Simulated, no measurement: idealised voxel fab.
Process module in this document: voxel tone inversion
Cross-section cut: width 300 nm, square cells of 5 nm.
In what follows, cross-sections appear as grids of square cells, described through bands that run from the top down, where every band is one or more rows of cells.
It is stipulated that each band's entry specify, in nanometres, the height of the top of the band and then that of its bottom, followed by the materials of the band in left-to-right sequence, each together with its width in nanometres. A single material marked by the word "edge to edge" is understood to fill the band from edge to edge; the word "blank" is understood to denote empty space.
A quick word on heights: they are counted from 0, and under that level the wafer as it came to us is one material throughout. The lowest band is different from the rest in having no bottom; it simply continues downward, written as in "z 0 and below".
Top row gets the first number, bottom row gets the second, and each row in between changes by the same step: that is how a band width like "30->40" works.
It should be understood that the words "no change occurred", when stated for a given step, signify that the cross-section underwent no change in any of its cells during that step.
The entry "Closed void entries" lists the empty spaces that cover at least 8 cells and have no open path to the top. Each is written as width x height at distance, where the distance is measured from the left edge and all three values are in nm.
It should be noted that, on the line of a given step, the content following the step's settings is a remark produced by the simulator itself with respect to that step.
What "overlay nm" on a step's line means: if the step has a mask, that mask lay this far to the right of its planned place, or, when the value is negative, to the left.
### Intended process steps
1: RECEIVE [material Si]
2: CONFORMAL_DEP [material SiN] [thk nm 10]
3: DIRECTIONAL_DEP [material aC] [thk nm 25]
4: PATTERN [tone cover] [mask id POSTS] [material resist] [width nm 20] [pitch nm 35] [thk nm 35] [overlay nm 0]
5: DIRECTIONAL_ETCH [etch materials aC] [depth nm 25]
6: STRIP [etch materials resist]
7: FILL_DEP [material SiO2] [thk nm 5]
8: CMP [height nm 35]
9: STRIP [etch materials aC]
### First of two wafers, with the run carried out as planned
### As received (post step 1): cross-section
* z 0 and below  Si edge to edge
* Closed void entries: none
### after step 2
* z 10 to 0  SiN edge to edge
* Note: structure below 0 unchanged.
### after step 3
* z 35 to 10  aC edge to edge
* Note: structure below 10 unchanged.
### after step 4
* z 70 to 35  blank 120 nm  resist 20 nm  blank 15 nm  resist 20 nm  blank 125 nm
* Note: structure below 35 unchanged.
### after step 5
* z 45 to 35  blank 120 nm  resist 20 nm  blank 15 nm  resist 20 nm  blank 125 nm
* z 35 to 10  blank 120 nm  aC 20 nm  blank 15 nm  aC 20 nm  blank 125 nm
* Note: structure below 10 unchanged.
### after step 6
* z 35 to 10  blank 120 nm  aC 20 nm  blank 15 nm  aC 20 nm  blank 125 nm
* Note: structure below 10 unchanged.
### after step 7
* z 40 to 35  SiO2 edge to edge
* z 35 to 10  SiO2 120 nm  aC 20 nm  SiO2 15 nm  aC 20 nm  SiO2 125 nm
* Note: structure below 10 unchanged.
### after step 8
* z 35 to 10  SiO2 120 nm  aC 20 nm  SiO2 15 nm  aC 20 nm  SiO2 125 nm
* Note: structure below 10 unchanged.
### after step 9
* z 35 to 10  SiO2 120 nm  blank 20 nm  SiO2 15 nm  blank 20 nm  SiO2 125 nm
* Note: structure below 10 unchanged.
### Now the other wafer: same start, same recipe, but we messed up one thing when running it. Up to and including step 1 it's the same as the first one
### when step 2 should have ended
* z 25 to 0  aC edge to edge
* Note: structure below 0 unchanged.
### when step 3 should have ended
* z 35 to 25  SiN edge to edge
* Note: structure below 25 unchanged.
### when step 4 should have ended
* z 70 to 35  blank 120 nm  resist 20 nm  blank 15 nm  resist 20 nm  blank 125 nm
* Note: structure below 35 unchanged.
### when step 5 should have ended
* z 45 to 35  blank 120 nm  resist 20 nm  blank 15 nm  resist 20 nm  blank 125 nm
* Note: structure below 35 unchanged.
### when step 6 should have ended
* z 35 to 25  SiN edge to edge
* Note: structure below 25 unchanged.
### when step 7 should have ended
* z 40 to 35  SiO2 edge to edge
* Note: structure below 35 unchanged.
### when step 8 should have ended
* z 35 to 25  SiN edge to edge
* Note: structure below 25 unchanged.
when step 9 should have ended: no change occurred
What went wrong in running the wafer? steps 2 and 3 of the plan were run in the wrong order, each in the other's place
End of process, cell counts, second wafer against first, materials with more or fewer: SiO2 -260, aC +300
